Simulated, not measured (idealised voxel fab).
process module | voxel capacitor over wiring
cross-section cut | 200 nm wide | cells 5 nm
A cross-section is a grid of square cells, given in bands from the top down. A band is one or more rows of cells.
Each band's line starts with the height of the band's top and of its bottom, in nm. Then come its materials from left to right, each with its width in nm. One material with "throughout" fills the band from edge to edge. "air" is empty space.
Height 0 is the level under which the wafer as received is all one material. The lowest band goes on downwards, as in "0 down".
A width such as "30 to 40" changes by the same amount from each row of cells to the next, from the band's top row to its bottom row.
"no change" after a step means that no cell of the cross-section changed.
closed voids: empty space of 8 cells or more with no open way to the top, each as width x height at its distance from the left edge, in nm
after a step's settings: what the simulator itself notes on the step
overlay nm, on a step with a mask: how far to the right of its planned place the mask lay; to the left if negative
plan
1 op RECEIVE | material Si
2 op CONFORMAL_DEP | material SiO2 | thk nm 15
3 op DIRECTIONAL_DEP | material TiN | thk nm 5
4 op DIRECTIONAL_DEP | material W | thk nm 25
5 op DIRECTIONAL_DEP | material aC | thk nm 15
6 op PATTERN | tone cover | mask id METAL_1 | material resist | width nm 25 | pitch nm 95 | thk nm 30 | overlay nm 0
7 op DIRECTIONAL_ETCH | etch materials aC | depth nm 15
8 op STRIP | etch materials resist
9 op DIRECTIONAL_ETCH | etch materials W | depth nm 25
10 op DIRECTIONAL_ETCH | etch materials TiN | depth nm 5
11 op STRIP | etch materials aC
12 op FILL_DEP | material SiO2 | thk nm 10
13 op CMP | height nm 45
14 op CONFORMAL_DEP | material SiCN | thk nm 5
15 op DIRECTIONAL_DEP | material lowk | thk nm 20
16 op DIRECTIONAL_DEP | material aC | thk nm 15
17 op PATTERN | tone open | mask id PLUG_1 | material resist | width nm 15 | thk nm 30 | overlay nm 0
18 op DIRECTIONAL_ETCH | etch materials aC | depth nm 15
19 op STRIP | etch materials resist
20 op DIRECTIONAL_ETCH | etch materials lowk | depth nm 20
21 op DIRECTIONAL_ETCH | etch materials SiCN | depth nm 5
22 op STRIP | etch materials aC
23 op CONFORMAL_DEP | material TiN | thk nm 5
24 op FILL_DEP | material Cu | thk nm 5
25 op CMP | height nm 70
26 op DIRECTIONAL_DEP | material TiN | thk nm 5
27 op DIRECTIONAL_DEP | material HfO2 | thk nm 5
28 op DIRECTIONAL_DEP | material TiN | thk nm 5
29 op MASKED_ETCH | tone cover | mask id UPPER_PLATE | width nm 75 | etch materials TiN | depth nm 5 | overlay nm 0
30 op MASKED_ETCH | tone cover | mask id UPPER_PLATE | width nm 75 | etch materials HfO2 | depth nm 5 | overlay nm 0
31 op MASKED_ETCH | tone cover | mask id LOWER_PLATE | width nm 85 | etch materials TiN | depth nm 10 | overlay nm 0
32 op FILL_DEP | material SiO2 | thk nm 15
33 op CMP | height nm 100
34 op PATTERN | tone open | mask id PLUG_2 | material resist | width nm 15 | thk nm 20 | overlay nm 0
35 op DIRECTIONAL_ETCH | etch materials SiO2 | depth nm 10
36 op STRIP | etch materials resist
37 op CONFORMAL_DEP | material TiN | thk nm 5
38 op FILL_DEP | material W | thk nm 5
39 op CMP | height nm 100
40 op CONFORMAL_DEP | material SiN | thk nm 5
varied across the wafers: thk nm of step 26. The plan shows the first wafer's value. All wafers start alike
first wafer as received, after step 1
  0 down: Si throughout
  closed voids: none
each wafer at the end: cells of each material gained (+) or lost (-) since it was received, then its closed voids
thk nm 5 | +4 Cu | +15 HfO2 | +37 SiCN | +40 SiN | +487 SiO2 | +58 TiN | +51 W | +148 lowk | closed voids: none
thk nm 10 | +4 Cu | +15 HfO2 | +37 SiCN | +40 SiN | +470 SiO2 | +75 TiN | +51 W | +148 lowk | closed voids: none
thk nm 15 | +4 Cu | +15 HfO2 | +37 SiCN | +40 SiN | +433 SiO2 | +113 TiN | +50 W | +148 lowk | closed voids: none
thk nm 20 | +4 Cu | +15 HfO2 | +37 SiCN | +40 SiN | +396 SiO2 | +150 TiN | +50 W | +148 lowk | closed voids: none
thk nm 25 | +4 Cu | +15 HfO2 | +37 SiCN | +40 SiN | +371 SiO2 | +175 TiN | +50 W | +148 lowk | closed voids: none
